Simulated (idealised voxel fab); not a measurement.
process module | voxel transistor to metal
cross-section cut | 150 nm wide | cells 5 nm
A cross-section is a grid of square cells, given in bands from the top down. A band is one or more rows of cells.
Each band's line starts with the height of the band's top and of its bottom, in nm. Then come its materials from left to right, each with its width in nm. One material with "throughout" fills the band from edge to edge. "air" is empty space.
Height 0 is the level under which the wafer as received is all one material. The lowest band goes on downwards, as in "0 down".
A width such as "30 to 40" changes by the same amount from each row of cells to the next, from the band's top row to its bottom row.
"no change" after a step means that no cell of the cross-section changed.
closed voids: empty space of 8 cells or more with no open way to the top, each as width x height at its distance from the left edge, in nm
after a step's settings: what the simulator itself notes on the step
overlay nm, on a step with a mask: how far to the right of its planned place the mask lay; to the left if negative
plan
1 op RECEIVE | material Si
2 op CONFORMAL_DEP | material SiO2 | thk nm 5
3 op CONFORMAL_DEP | material SiN | thk nm 10
4 op PATTERN | tone cover | mask id ACTIVE | material resist | width nm 90 | thk nm 15 | overlay nm 0
5 op DIRECTIONAL_ETCH | etch materials SiN | depth nm 10
6 op DIRECTIONAL_ETCH | etch materials SiO2 | depth nm 5
7 op DIRECTIONAL_ETCH | etch materials Si | depth nm 30
8 op STRIP | etch materials resist
9 op FILL_DEP | material SiO2 | thk nm 5
10 op CMP | height nm 15
11 op SELECTIVE_ETCH | etch materials SiO2 | depth nm 5
12 op STRIP | etch materials SiN
13 op SELECTIVE_ETCH | etch materials SiO2 | depth nm 5
14 op OXIDIZE | depth nm 5
15 op DIRECTIONAL_DEP | material polySi | thk nm 30
16 op DIRECTIONAL_DEP | material SiCN | thk nm 15
17 op DIRECTIONAL_DEP | material aC | thk nm 15
18 op PATTERN | tone cover | mask id GATE | material resist | width nm 20 | thk nm 35 | overlay nm 0
19 op DIRECTIONAL_ETCH | etch materials aC | depth nm 15
20 op STRIP | etch materials resist
21 op DIRECTIONAL_ETCH | etch materials SiCN | depth nm 25
22 op DIRECTIONAL_ETCH | etch materials polySi | depth nm 40
23 op STRIP | etch materials aC
24 op CONFORMAL_DEP | material SiN | thk nm 5
25 op DIRECTIONAL_ETCH | etch materials SiN | depth nm 5
26 op DIRECTIONAL_ETCH | etch materials SiO2 | depth nm 5
27 op DIRECTIONAL_ETCH | etch materials Si | depth nm 10
28 op EPI | material SiGe | thk nm 15
29 op FILL_DEP | material SiO2 | thk nm 10
30 op CMP | height nm 45
31 op DIRECTIONAL_DEP | material SiO2 | thk nm 15
32 op DIRECTIONAL_DEP | material aC | thk nm 15
33 op PATTERN | tone open | mask id CONTACT | material resist | width nm 15 | pitch nm 65 | thk nm 35 | overlay nm 0
34 op DIRECTIONAL_ETCH | etch materials aC | depth nm 15
35 op STRIP | etch materials resist
36 op DIRECTIONAL_ETCH | etch materials SiO2 | depth nm 60
37 op STRIP | etch materials aC
38 op CONFORMAL_DEP | material TiN | thk nm 5
39 op FILL_DEP | material Ru | thk nm 5
40 op CMP | height nm 60
41 op CONFORMAL_DEP | material SiN | thk nm 5
42 op DIRECTIONAL_DEP | material SiO2 | thk nm 25
43 op MASKED_ETCH | tone open | mask id METAL_1 | width nm 15 | pitch nm 65 | etch materials SiO2 | depth nm 25 | overlay nm 0
44 op MASKED_ETCH | tone open | mask id METAL_1 | width nm 15 | pitch nm 65 | etch materials SiN | depth nm 5 | overlay nm 0
45 op CONFORMAL_DEP | material TiN | thk nm 5
46 op FILL_DEP | material Ru | thk nm 5
47 op CMP | height nm 90
48 op CONFORMAL_DEP | material SiCN | thk nm 5
as received, after step 1
  0 down: Si throughout
  closed voids: none
a wafer at the end: this start, this plan, one mistake
  95 to 90: SiCN throughout
  90 to 65: SiO2 35 | TiN 5 | Ru 5 | TiN 5 | SiO2 50 | TiN 5 | Ru 5 | TiN 5 | SiO2 35
  65 to 60: SiN 35 | TiN 15 | SiN 50 | TiN 15 | SiN 35
  60 to 45: SiO2 35 | TiN 5 | Ru 5 | TiN 5 | SiO2 50 | TiN 5 | Ru 5 | TiN 5 | SiO2 35
  45 to 35: SiO2 35 | TiN 5 | Ru 5 | TiN 5 | SiO2 10 | SiN 5 | SiCN 20 | SiN 5 | SiO2 10 | TiN 5 | Ru 5 | TiN 5 | SiO2 35
  35 to 20: SiO2 35 | TiN 5 | Ru 5 | TiN 5 | SiO2 10 | SiN 5 | polySi 20 | SiN 5 | SiO2 10 | TiN 5 | Ru 5 | TiN 5 | SiO2 35
  20 to 15: SiO2 35 | TiN 15 | SiO2 10 | SiN 5 | polySi 20 | SiN 5 | SiO2 10 | TiN 15 | SiO2 35
  15 to 5: SiO2 35 | TiN 10 | SiGe 15 | SiN 5 | polySi 20 | SiN 5 | SiGe 15 | TiN 10 | SiO2 35
  5 to 0: SiO2 25 | SiGe 35 | SiO2 30 | SiGe 35 | SiO2 25
  0 to -10: SiO2 30 | SiGe 30 | Si 30 | SiGe 30 | SiO2 30
  -10 to -30: SiO2 30 | Si 90 | SiO2 30
  -30 down: Si throughout
  closed voids: none
what went wrong: steps 12 and 13 were swapped
